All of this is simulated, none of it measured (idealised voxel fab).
process module | voxel fin reveal
Xsec cut, 265 nm wide, square cell size 5 nm.
A cross-section is written here as square cells arranged in a grid, and it is given in bands from the top down, each band taking up one or more rows of cells. Top, bottom (nm), then materials left to right with widths (nm); lone material tagged "everywhere" fills the whole band edge to edge; "air" = empty space. Counting heights begins at 0, where everything beneath is, in the wafer as received, one material. The lowest band has no bottom; it goes on downwards, as "z 0 and below" shows. Width "30..40": first value at the band's top row of cells, second value at its bottom row, equal change from row to row. What does "changes: none" mean for a step? It means no cell of the cross-section changed in that step. You'll see "Enclosed void catalog" listing empty spaces that have no way open to the top, as long as they're 8 cells or more; the notation is width x height at distance, where the distance is from the left edge, and all of it is in nm. Past the settings on a step's line: simulator remark, on that step. A step line may carry the setting "overlay nm", which, for steps involving a mask, states the distance by which the mask lay to the right of its intended position; negative values denote displacement to the left.

**Planned process steps**
| 1 | RECEIVE: material Si |
| 2 | CONFORMAL_DEP: material SiN, thk nm 5 |
| 3 | PATTERN: tone cover, mask id FINS, material resist, width nm 15, pitch nm 45, thk nm 15, overlay nm 0 |
| 4 | DIRECTIONAL_ETCH: etch materials SiN, depth nm 5 |
| 5 | DIRECTIONAL_ETCH: etch materials Si, depth nm 30 |
| 6 | STRIP: etch materials resist |
| 7 | OXIDIZE: depth nm 5 |
| 8 | FILL_DEP: material SiO2, thk nm 15 |
| 9 | CMP: height nm 5 |
| 10 | SELECTIVE_ETCH: etch materials SiO2, depth nm 15 |
| 11 | STRIP: etch materials SiN |
| 12 | CONFORMAL_DEP: material SiO2, thk nm 5 |

**This is the cross-section of the wafer as we received it, i.e. after step 1**
	z 0 and below  Si everywhere
	Enclosed void catalog: none

**The plan above was carried out on the starting structure above with one mistake, and this cross-section shows the wafer at the end of the module**
	z 5 to 0  55 nm air  15 nm SiO2  30 nm air  15 nm SiO2  30 nm air  15 nm SiO2  30 nm air  15 nm SiO2  60 nm air
	z 0 to -5  55 nm air  5 nm SiO2  5 nm Si  5 nm SiO2  30 nm air  5 nm SiO2  5 nm Si  5 nm SiO2  30 nm air  5 nm SiO2  5 nm Si  5 nm SiO2  30 nm air  5 nm SiO2  5 nm Si  5 nm SiO2  60 nm air
	z -5 to -10  45 nm SiO2  10 nm air  5 nm SiO2  5 nm Si  5 nm SiO2  30 nm air  5 nm SiO2  5 nm Si  5 nm SiO2  30 nm air  5 nm SiO2  5 nm Si  5 nm SiO2  30 nm air  5 nm SiO2  5 nm Si  5 nm SiO2  10 nm air  50 nm SiO2
	z -10 to -35  60 nm SiO2  5 nm Si  40 nm SiO2  5 nm Si  40 nm SiO2  5 nm Si  40 nm SiO2  5 nm Si  65 nm SiO2
	z -35 and below  Si everywhere
	Enclosed void catalog: none
Processing error: the intended sequence of steps 10 and 11 was reversed during processing, with each occupying the position of the other
